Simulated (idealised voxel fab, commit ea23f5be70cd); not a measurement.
process module | voxel self aligned contacts
Square cell edge 5 nm, section width 250 nm, ID cut.
How to read a cross-section here: the picture is a grid of square cells, written as bands going from the top down, and any band can span one or more rows of cells.
The entry gives the band's vertical extent as a top height and a bottom height in nm, then its horizontal make-up as materials from left to right, each with a width in nm. "empty" stands for empty space; a single material marked "full width" fills the band edge to edge.
All heights in this document are referenced to 0, defined as the level beneath which the wafer, as received, consists entirely of one material. The lowest band is not bounded below; it extends indefinitely downward and is written in the form "0 -> down".
Width spec "30..40" -> top row of cells at first value, bottom row at second value, equal per-row change in between.
Any step labelled "no modification" changed none of the cells in the cross-section.
Reported under the label "Closed void roster" are the empty spaces having no open way to the top and comprising 8 cells or more; the notation for each is width x height at distance, in which the distance is measured from the left edge and all three values are in nm.
Formally, on a step line, whatever follows the settings is a remark that the simulator itself makes on the step.
overlay nm: how far to the right of its planned place the mask lay on this masked step (negative: to the left).
These are the steps we planned for the process
1) RECEIVE | material Si
2) OXIDIZE | depth nm 5
3) DIRECTIONAL_DEP | material polySi | thk nm 25
4) DIRECTIONAL_DEP | material SiN | thk nm 20
5) MASKED_ETCH | tone cover | mask id GATE | width nm 25 | pitch nm 70 | etch materials SiN | depth nm 20 | overlay nm 0
6) MASKED_ETCH | tone cover | mask id GATE | width nm 25 | pitch nm 70 | etch materials polySi | depth nm 25 | overlay nm 0
7) CONFORMAL_DEP | material SiN | thk nm 10
8) DIRECTIONAL_ETCH | etch materials SiN | depth nm 10
9) FILL_DEP | material SiO2 | thk nm 15
10) CMP | height nm 50
11) PATTERN | tone open | mask id CONTACT | material resist | width nm 55 | thk nm 20 | overlay nm -15
12) DIRECTIONAL_ETCH | etch materials SiO2 | depth nm 55
13) STRIP | etch materials resist
14) CONFORMAL_DEP | material TiN | thk nm 5
15) FILL_DEP | material Ru | thk nm 10
16) CMP | height nm 50
17) CONFORMAL_DEP | material SiN | thk nm 5
It is noted that the wafers described herein are identical at the outset and are distinguished by the overlay nm of step 11; the value stated in the plan corresponds to the first wafer.
Here's the first of the wafers in cross-section, just as we got it, i.e. after step 1
	0 -> down  Si full width
	Closed void roster: none
The cross-section of the first of several wafers is given below for the end of the module, after its final step, step 17
	55 -> 50  SiN full width
	50 -> 45  80 of SiO2  35 of TiN  15 of Ru  5 of TiN  115 of SiO2
	45 -> 25  65 of SiO2  45 of SiN  5 of TiN  15 of Ru  5 of TiN  45 of SiN  70 of SiO2
	25 -> 0  65 of SiO2  10 of SiN  25 of polySi  10 of SiN  5 of TiN  15 of Ru  5 of TiN  10 of SiN  25 of polySi  10 of SiN  70 of SiO2
	0 -> -5  110 of SiO2  25 of TiN  115 of SiO2
	-5 -> down  Si full width
	Closed void roster: none
Cross-sectional depiction of the last of several wafers upon completion of the module
	55 -> 50  SiN full width
	50 -> 45  110 of SiO2  5 of TiN  15 of Ru  35 of TiN  85 of SiO2
	45 -> 25  65 of SiO2  45 of SiN  5 of TiN  15 of Ru  5 of TiN  45 of SiN  70 of SiO2
	25 -> 0  65 of SiO2  10 of SiN  25 of polySi  10 of SiN  5 of TiN  15 of Ru  5 of TiN  10 of SiN  25 of polySi  10 of SiN  70 of SiO2
	0 -> -5  110 of SiO2  25 of TiN  115 of SiO2
	-5 -> down  Si full width
	Closed void roster: none
The following table contains a row per wafer, in which are reported, at the conclusion of the module, the cells of each material gained (+) or lost (-) since the wafer's receipt, with its closed voids given thereafter
overlay nm -15, +30 Ru, -50 Si, +162 SiN, +327 SiO2, +31 TiN, +50 polySi, Closed void roster: none
overlay nm -10, +30 Ru, -50 Si, +162 SiN, +327 SiO2, +31 TiN, +50 polySi, Closed void roster: none
overlay nm -5, +30 Ru, -50 Si, +162 SiN, +327 SiO2, +31 TiN, +50 polySi, Closed void roster: none
overlay nm 0, +30 Ru, -50 Si, +162 SiN, +327 SiO2, +31 TiN, +50 polySi, Closed void roster: none
overlay nm 5, +30 Ru, -50 Si, +162 SiN, +327 SiO2, +31 TiN, +50 polySi, Closed void roster: none
overlay nm 10, +30 Ru, -50 Si, +162 SiN, +327 SiO2, +31 TiN, +50 polySi, Closed void roster: none
overlay nm 15, +30 Ru, -50 Si, +162 SiN, +327 SiO2, +31 TiN, +50 polySi, Closed void roster: none
